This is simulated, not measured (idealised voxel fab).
voxel gate over fins: a process module
Each square cell in cross-section cut measures 5 nm, and the section as a whole is 225 nm wide.
Throughout this document, each cross-section is represented as a grid of square cells and is presented as a sequence of bands enumerated from the top downward, where a band comprises one or more rows of cells.
The band entry comprises the height of the band's top followed by the height of its bottom, expressed in nm, and subsequently the band's materials from left to right, each stated together with its width in nm. Where a single material is marked with the word "full width", that material fills the band from edge to edge. The word "empty" represents empty space.
Heights from 0 (as-received wafer is one material below). Bottom band endless downward, as "0..down".
It should be noted that a width expressed as "30->40" varies in equal increments from row to row of cells within the band, taking the value of the first number at the top row and that of the second number at the bottom row.
Step marked "no modification"? Then no cell in the cross-section changed in it.
In the "Enclosed internal voids" entry, you get each enclosed empty space of 8 cells or more, one with no open way to the top, written width x height at distance, distance from the left edge, in nm.
Note: text after step settings on the step line = simulator remark on that step.
overlay nm: where the mask lay relative to plan, measured to the right, on steps with a mask; negatives go left.
[plan]
1) RECEIVE [material Si]
2) CONFORMAL_DEP [material SiN] [thk nm 10]
3) DIRECTIONAL_DEP [material aC] [thk nm 15]
4) PATTERN [tone cover] [mask id FINS] [material resist] [width nm 15] [pitch nm 55] [thk nm 35] [overlay nm 0]
5) DIRECTIONAL_ETCH [etch materials aC] [depth nm 15]
6) STRIP [etch materials resist]
7) DIRECTIONAL_ETCH [etch materials SiN] [depth nm 10]
8) DIRECTIONAL_ETCH [etch materials Si] [depth nm 40]
9) STRIP [etch materials aC]
10) OXIDIZE [depth nm 5]
11) FILL_DEP [material SiO2] [thk nm 5]
12) CMP [height nm 10]
13) DIRECTIONAL_DEP [material aC] [thk nm 10]
14) PATTERN [tone open] [mask id RAIL] [material resist] [width nm 15] [thk nm 30] [overlay nm -15]
15) DIRECTIONAL_ETCH [etch materials aC] [depth nm 10]
16) STRIP [etch materials resist]
17) DIRECTIONAL_ETCH [etch materials SiO2] [depth nm 45]
18) STRIP [etch materials aC]
19) CONFORMAL_DEP [material TiN] [thk nm 5]
20) FILL_DEP [material Ru] [thk nm 10]
21) CMP [height nm 10]
22) SELECTIVE_ETCH [etch materials W Ru TiN] [depth nm 30]
23) FILL_DEP [material SiO2] [thk nm 5]
24) CMP [height nm 10]
25) SELECTIVE_ETCH [etch materials SiO2] [depth nm 25]
26) STRIP [etch materials SiN]
27) CONFORMAL_DEP [material HfO2] [thk nm 5]
28) CONFORMAL_DEP [material TiN] [thk nm 5]
29) CONFORMAL_DEP [material TiAl] [thk nm 5]
30) CONFORMAL_DEP [material TiN] [thk nm 5]
31) FILL_DEP [material W] [thk nm 10]
32) CMP [height nm 25]
33) CONFORMAL_DEP [material SiCN] [thk nm 10]
Across this set of wafers, the varied parameter is the overlay nm of step 14. Starting conditions are identical for every wafer, and the plan reports the value assigned to the first wafer.
[Cross-section of the first of several wafers on receipt, reflecting completion of step 1]
  0..down | Si full width
  Enclosed internal voids: none
[Cross-section, first of several wafers, end of module, after last step 33]
  35..25 | SiCN full width
  25..20 | W full width
  20..15 | W (60), TiN (45), W (10), TiN (45), W (65)
  15..10 | W (60), TiN (5), TiAl (35), TiN (5), W (10), TiN (5), TiAl (35), TiN (5), W (65)
  10..5 | W (60), TiN (5), TiAl (5), TiN (25), TiAl (5), TiN (5), W (10), TiN (5), TiAl (5), TiN (25), TiAl (5), TiN (5), W (65)
  5..0 | TiN (65), TiAl (5), TiN (5), HfO2 (15), TiN (5), TiAl (5), TiN (20), TiAl (5), TiN (5), HfO2 (15), TiN (5), TiAl (5), TiN (70)
  0..-5 | TiAl (70), TiN (5), HfO2 (5), Si (5), HfO2 (5), TiN (5), TiAl (30), TiN (5), HfO2 (5), Si (5), HfO2 (5), TiN (5), TiAl (75)
  -5..-10 | TiN (75), HfO2 (5), Si (5), HfO2 (5), TiN (40), HfO2 (5), Si (5), HfO2 (5), TiN (80)
  -10..-15 | HfO2 (80), Si (5), HfO2 (50), Si (5), HfO2 (85)
  -15..-20 | SiO2 (80), Si (5), SiO2 (50), Si (5), SiO2 (85)
  -20..-35 | SiO2 (80), Si (5), SiO2 (5), TiN (10), SiO2 (35), Si (5), SiO2 (85)
  -35..-45 | SiO2 (80), Si (5), SiO2 (50), Si (5), SiO2 (85)
  -45..down | Si full width
  Enclosed internal voids: none
[End of module, last wafer sectioned]
  35..25 | SiCN full width
  25..20 | W full width
  20..15 | W (60), TiN (45), W (10), TiN (45), W (65)
  15..10 | W (60), TiN (5), TiAl (35), TiN (5), W (10), TiN (5), TiAl (35), TiN (5), W (65)
  10..5 | W (60), TiN (5), TiAl (5), TiN (25), TiAl (5), TiN (5), W (10), TiN (5), TiAl (5), TiN (25), TiAl (5), TiN (5), W (65)
  5..0 | TiN (65), TiAl (5), TiN (5), HfO2 (15), TiN (5), TiAl (5), TiN (20), TiAl (5), TiN (5), HfO2 (15), TiN (5), TiAl (5), TiN (70)
  0..-5 | TiAl (70), TiN (5), HfO2 (5), Si (5), HfO2 (5), TiN (5), TiAl (30), TiN (5), HfO2 (5), Si (5), HfO2 (5), TiN (5), TiAl (75)
  -5..-10 | TiN (75), HfO2 (5), Si (5), HfO2 (5), TiN (40), HfO2 (5), Si (5), HfO2 (5), TiN (80)
  -10..-15 | HfO2 (80), Si (5), HfO2 (50), Si (5), HfO2 (85)
  -15..-20 | SiO2 (80), Si (5), SiO2 (50), Si (5), SiO2 (85)
  -20..-30 | SiO2 (80), Si (5), SiO2 (30), TiN (5), Ru (5), TiN (5), SiO2 (5), Si (5), SiO2 (85)
  -30..-35 | SiO2 (80), Si (5), SiO2 (30), TiN (15), SiO2 (5), Si (5), SiO2 (85)
  -35..-45 | SiO2 (80), Si (5), SiO2 (50), Si (5), SiO2 (85)
  -45..down | Si full width
  Enclosed internal voids: none
[What follows is a table in which each wafer occupies a row; for the wafer as it stands at the close of the module, the row states, material by material, how many cells have been gained (+) or lost (-) since receipt, and then gives its closed voids]
overlay nm -15, +57 HfO2, -387 Si, +90 SiCN, +252 SiO2, +57 TiAl, +120 TiN, +126 W, Enclosed internal voids: none
overlay nm -10, +57 HfO2, +2 Ru, -387 Si, +90 SiCN, +249 SiO2, +57 TiAl, +121 TiN, +126 W, Enclosed internal voids: none
overlay nm -5, +57 HfO2, +2 Ru, -387 Si, +90 SiCN, +249 SiO2, +57 TiAl, +121 TiN, +126 W, Enclosed internal voids: none
overlay nm 0, +57 HfO2, +2 Ru, -387 Si, +90 SiCN, +249 SiO2, +57 TiAl, +121 TiN, +126 W, Enclosed internal voids: none
overlay nm 5, +57 HfO2, +2 Ru, -387 Si, +90 SiCN, +249 SiO2, +57 TiAl, +121 TiN, +126 W, Enclosed internal voids: none
overlay nm 10, +57 HfO2, +2 Ru, -387 Si, +90 SiCN, +249 SiO2, +57 TiAl, +121 TiN, +126 W, Enclosed internal voids: none
overlay nm 15, +57 HfO2, +2 Ru, -387 Si, +90 SiCN, +249 SiO2, +57 TiAl, +121 TiN, +126 W, Enclosed internal voids: none
